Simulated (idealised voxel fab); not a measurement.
Process module under the name voxel trench capacitor
The cross-section on display is named cut; it measures 275 nm wide, and its cells are 5 nm squares.
Cross-section = grid of square cells, listed top down in bands; band = one or more rows. Quick guide to a band line: top height, bottom height (nm) up front; then every material left to right with its width in nm. Only one material and it's marked "everywhere"? Then it fills the band edge to edge. And "air" just means empty space. Where do heights start? At 0: under that level the wafer as delivered is made of one material only. And the lowest band has no floor; it just carries on downward, as in "0 down". Top row gets the first number, bottom row gets the second, and each row in between changes by the same step: that is how a band width like "30->40" works. The cross-section has no changed cell in any step marked "remained the same". "Closed void listing" contains a list of empty spaces, each no smaller than 8 cells and without an open way to the top, written in the form width x height at distance with the distance from the left edge and all three in nm. after a step's settings: what the simulator itself notes on the step. overlay nm: where the mask lay relative to plan, measured to the right, on steps with a mask; negatives go left.
Steps planned for the process
1) RECEIVE | material Si
2) CONFORMAL_DEP | material SiN | thk nm 10
3) DIRECTIONAL_DEP | material aC | thk nm 10
4) PATTERN | tone open | mask id TRENCH | material resist | width nm 25 | pitch nm 45 | thk nm 30 | overlay nm 0
5) DIRECTIONAL_ETCH | etch materials aC | depth nm 10
6) STRIP | etch materials resist
7) DIRECTIONAL_ETCH | etch materials SiN | depth nm 10
8) DIRECTIONAL_ETCH | etch materials Si | depth nm 25
9) STRIP | etch materials aC
10) CONFORMAL_DEP | material HfO2 | thk nm 5
11) CONFORMAL_DEP | material TiN | thk nm 5
12) FILL_DEP | material W | thk nm 10
13) CMP | height nm 10
As received, after step 1
  0 down = Si everywhere
  Closed void listing: none
First of two wafers: cross-section at end of module, run per plan
  10 to 0 = 55 of SiN, then 5 of HfO2, then 5 of TiN, then 5 of W, then 5 of TiN, then 5 of HfO2, then 20 of SiN, then 5 of HfO2, then 5 of TiN, then 5 of W, then 5 of TiN, then 5 of HfO2, then 20 of SiN, then 5 of HfO2, then 5 of TiN, then 5 of W, then 5 of TiN, then 5 of HfO2, then 20 of SiN, then 5 of HfO2, then 5 of TiN, then 5 of W, then 5 of TiN, then 5 of HfO2, then 60 of SiN
  0 to -15 = 55 of Si, then 5 of HfO2, then 5 of TiN, then 5 of W, then 5 of TiN, then 5 of HfO2, then 20 of Si, then 5 of HfO2, then 5 of TiN, then 5 of W, then 5 of TiN, then 5 of HfO2, then 20 of Si, then 5 of HfO2, then 5 of TiN, then 5 of W, then 5 of TiN, then 5 of HfO2, then 20 of Si, then 5 of HfO2, then 5 of TiN, then 5 of W, then 5 of TiN, then 5 of HfO2, then 60 of Si
  -15 to -20 = 55 of Si, then 5 of HfO2, then 15 of TiN, then 5 of HfO2, then 20 of Si, then 5 of HfO2, then 15 of TiN, then 5 of HfO2, then 20 of Si, then 5 of HfO2, then 15 of TiN, then 5 of HfO2, then 20 of Si, then 5 of HfO2, then 15 of TiN, then 5 of HfO2, then 60 of Si
  -20 to -25 = 55 of Si, then 25 of HfO2, then 20 of Si, then 25 of HfO2, then 20 of Si, then 25 of HfO2, then 20 of Si, then 25 of HfO2, then 60 of Si
  -25 down = Si everywhere
  Closed void listing: none
End of module, second wafer, cross-section. Started like the first, planned like the first, run with one mistake
  10 to 0 = 55 of SiN, then 5 of HfO2, then 5 of TiN, then 5 of W, then 5 of TiN, then 5 of HfO2, then 20 of SiN, then 5 of HfO2, then 5 of TiN, then 5 of W, then 5 of TiN, then 5 of HfO2, then 20 of SiN, then 5 of HfO2, then 5 of TiN, then 5 of W, then 5 of TiN, then 5 of HfO2, then 20 of SiN, then 5 of HfO2, then 5 of TiN, then 5 of W, then 5 of TiN, then 5 of HfO2, then 60 of SiN
  0 to -40 = 55 of Si, then 5 of HfO2, then 5 of TiN, then 5 of W, then 5 of TiN, then 5 of HfO2, then 20 of Si, then 5 of HfO2, then 5 of TiN, then 5 of W, then 5 of TiN, then 5 of HfO2, then 20 of Si, then 5 of HfO2, then 5 of TiN, then 5 of W, then 5 of TiN, then 5 of HfO2, then 20 of Si, then 5 of HfO2, then 5 of TiN, then 5 of W, then 5 of TiN, then 5 of HfO2, then 60 of Si
  -40 to -45 = 55 of Si, then 5 of HfO2, then 15 of TiN, then 5 of HfO2, then 20 of Si, then 5 of HfO2, then 15 of TiN, then 5 of HfO2, then 20 of Si, then 5 of HfO2, then 15 of TiN, then 5 of HfO2, then 20 of Si, then 5 of HfO2, then 15 of TiN, then 5 of HfO2, then 60 of Si
  -45 to -50 = 55 of Si, then 25 of HfO2, then 20 of Si, then 25 of HfO2, then 20 of Si, then 25 of HfO2, then 20 of Si, then 25 of HfO2, then 60 of Si
  -50 down = Si everywhere
  Closed void listing: none
Diagnosis: step 8 of the plan was carried out twice
Final cells, second wafer relative to first, materials higher or lower: 40 more of HfO2, 100 fewer of Si, 40 more of TiN, 20 more of W
